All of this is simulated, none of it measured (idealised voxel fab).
Process module in this document: voxel gate over fins
The width of the displayed cross-section, cut, is 280 nm; its cells are square, with a size of 5 nm.
Reading order for cross-sections: top band down to bottom band. Underlying form: a grid of square cells. Band size: one or more rows of cells.
Top, bottom (nm), then materials left to right with widths (nm); lone material tagged "throughout" fills the whole band edge to edge; "blank" = empty space.
Heights are measured from 0, the level below which the as-received wafer is all one material; the lowest band has no bottom and continues downward, written as in "0 and below".
Width "30 to 40": first value at the band's top row of cells, second value at its bottom row, equal change from row to row.
Take "nothing altered" at face value: in the step it is given for, the cross-section changed in none of its cells.
The list in "Sealed internal cavities" covers empty spaces of 8 cells or more that cannot reach the top through any open way, and it gives each as width x height at distance; the distance is from the left edge, and width, height and distance are in nm.
Heads up: the bit after the settings on a step's line is the simulator's remark on that step.
"overlay nm", when on a step's line for a step with a mask, measures how far to the right of its planned place the mask lay; a negative measure means to the left.
Set out below are the planned steps of the process
| 1 | RECEIVE,material Si |
| 2 | CONFORMAL_DEP,material SiN,thk nm 5 |
| 3 | PATTERN,tone cover,mask id FINS,material resist,width nm 15,pitch nm 45,thk nm 20,overlay nm 0 |
| 4 | DIRECTIONAL_ETCH,etch materials SiN,depth nm 5 |
| 5 | DIRECTIONAL_ETCH,etch materials Si,depth nm 30 |
| 6 | STRIP,etch materials resist |
| 7 | FILL_DEP,material SiO2,thk nm 5 |
| 8 | CMP,height nm 5 |
| 9 | SELECTIVE_ETCH,etch materials SiO2,depth nm 15 |
| 10 | STRIP,etch materials SiN |
| 11 | CONFORMAL_DEP,material HfO2,thk nm 5 |
| 12 | CONFORMAL_DEP,material TiN,thk nm 5 |
| 13 | FILL_DEP,material W,thk nm 10 |
| 14 | CMP,height nm 15 |
| 15 | CONFORMAL_DEP,material SiCN,thk nm 5 |
Delivered wafer in cross-section: state after step 1
0 and below  Si throughout
Sealed internal cavities: none
Figure: cross-sectional view of the wafer upon completion of the module, processed from the initial state and according to the plan depicted above, with one error introduced during execution
20 down to 15  SiCN throughout
15 down to 10  W throughout
10 down to 5  W (105), then TiN (35), then W (10), then TiN (35), then W (95)
5 down to 0  W (105), then TiN (5), then HfO2 (25), then TiN (5), then W (10), then TiN (5), then HfO2 (25), then TiN (5), then W (95)
0 down to -5  TiN (110), then HfO2 (5), then Si (15), then HfO2 (5), then TiN (20), then HfO2 (5), then Si (15), then HfO2 (5), then TiN (100)
-5 down to -10  HfO2 (115), then Si (15), then HfO2 (30), then Si (15), then HfO2 (105)
-10 down to -30  SiO2 (115), then Si (15), then SiO2 (30), then Si (15), then SiO2 (105)
-30 and below  Si throughout
Sealed internal cavities: none
Deviation noted in wafer processing: step 3 was run on a setting that differed from the plan, and what really ran there is PATTERN,tone cover,mask id FINS,material resist,width nm 15,pitch nm 45,thk nm 20,overlay nm 5
